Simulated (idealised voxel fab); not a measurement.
Process module name: voxel released beams
230 nm wide, 5 nm square cells: that's cross-section cut.
Reading order for cross-sections: top band down to bottom band. Underlying form: a grid of square cells. Band size: one or more rows of cells.
For a band, the entry starts with two heights in nm, that of the top and then that of the bottom, and carries on with the band's materials in order from left to right, each alongside its width in nm; the word "edge to edge" beside a single material means it fills the band edge to edge, and "air" means empty space.
All heights in this document are referenced to 0, defined as the level beneath which the wafer, as received, consists entirely of one material. The lowest band is not bounded below; it extends indefinitely downward and is written in the form "from 0 down".
Width "30->40": first value at the band's top row of cells, second value at its bottom row, equal change from row to row.
Step marked "remained the same"? Then no cell in the cross-section changed in it.
Entry "Sealed internal voids" = empty spaces >= 8 cells with no open way to the top; each as width x height at distance, distance from left edge, all nm.
The remark found on a step's line after its settings is issued by the simulator itself and pertains to that step.
"overlay nm" answers the question of how far to the right of plan the mask lay on a step that has a mask, and when it is negative the answer is to the left.

### Planned process steps
1) RECEIVE, material Si
2) CONFORMAL_DEP, material SiN, thk nm 10
3) DIRECTIONAL_DEP, material SiO2, thk nm 20
4) PATTERN, tone open, mask id ANCHOR, material resist, width nm 25, thk nm 15, overlay nm 0
5) DIRECTIONAL_ETCH, etch materials SiO2, depth nm 20
6) STRIP, etch materials resist
7) CONFORMAL_DEP, material polySi, thk nm 10
8) PATTERN, tone cover, mask id BEAM, material resist, width nm 90, thk nm 20, overlay nm 0
9) DIRECTIONAL_ETCH, etch materials polySi, depth nm 10
10) STRIP, etch materials resist
11) STRIP, etch materials SiO2

### Cross-section of the wafer at receipt, which is the condition after step 1
  from 0 down: Si edge to edge
  Sealed internal voids: none

### Here's the wafer cut in cross-section after the module, started and planned just like above, except one thing was done wrong in the run
  from 30 to 20: 65 air | 15 polySi | 5 air | 70 polySi | 75 air
  from 20 to 10: 70 air | 10 polySi | 5 air | 10 polySi | 135 air
  from 10 to 0: 70 air | 25 polySi | 135 air
  from 0 down: Si edge to edge
  Sealed internal voids: none
What was the processing mistake? not run: step 2 of the plan (skipped)
